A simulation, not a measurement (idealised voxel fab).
Process module under the name voxel released beams
This is section cut - it's 220 nm across, gridded in 5 nm square cells.
A cross-section is a grid of square cells, given in bands from the top down. A band is one or more rows of cells.
It is stipulated that each band's entry specify, in nanometres, the height of the top of the band and then that of its bottom, followed by the materials of the band in left-to-right sequence, each together with its width in nanometres. A single material marked by the word "edge to edge" is understood to fill the band from edge to edge; the word "blank" is understood to denote empty space.
Where do heights start? At 0: under that level the wafer as delivered is made of one material only. And the lowest band has no floor; it just carries on downward, as in "0 and below".
Width spec "30->40" -> top row of cells at first value, bottom row at second value, equal per-row change in between.
When a step is marked "nothing altered", none of the cells in the cross-section changed during that step.
What "Voids, sealed" gives you is every empty space of 8 cells or more that is cut off from the top. Each appears as width x height at distance, with the distance taken from the left edge and width, height and distance all in nm.
Step line, after settings: the simulator's comment on this step.
A step line may carry the setting "overlay nm", which, for steps involving a mask, states the distance by which the mask lay to the right of its intended position; negative values denote displacement to the left.
Set out below are the planned steps of the process:
1,RECEIVE [material Si]
2,CONFORMAL_DEP [material SiN] [thk nm 5]
3,DIRECTIONAL_DEP [material SiO2] [thk nm 20]
4,PATTERN [tone open] [mask id ANCHOR] [material resist] [width nm 30] [thk nm 15] [overlay nm 0]
5,DIRECTIONAL_ETCH [etch materials SiO2] [depth nm 20]
6,STRIP [etch materials resist]
7,CONFORMAL_DEP [material polySi] [thk nm 10]
8,PATTERN [tone cover] [mask id BEAM] [material resist] [width nm 95] [thk nm 15] [overlay nm 0]
9,DIRECTIONAL_ETCH [etch materials polySi] [depth nm 10]
10,STRIP [etch materials resist]
11,STRIP [etch materials SiO2]
As-received state of the wafer in cross-section, equivalent to post-step 1:
  0 and below  Si edge to edge
  Voids, sealed: none
The following cross-section depicts the wafer upon conclusion of the module. Processing commenced from the starting condition illustrated above and adhered to the plan illustrated above, save for one mistake in execution:
  30 down to 20  60 of blank / 15 of polySi / 10 of blank / 70 of polySi / 65 of blank
  20 down to 10  65 of blank / 10 of polySi / 10 of blank / 10 of polySi / 125 of blank
  10 down to 0  65 of blank / 30 of polySi / 125 of blank
  0 and below  Si edge to edge
  Voids, sealed: none
What broke from the plan during processing? step 2 of the plan was omitted and not executed
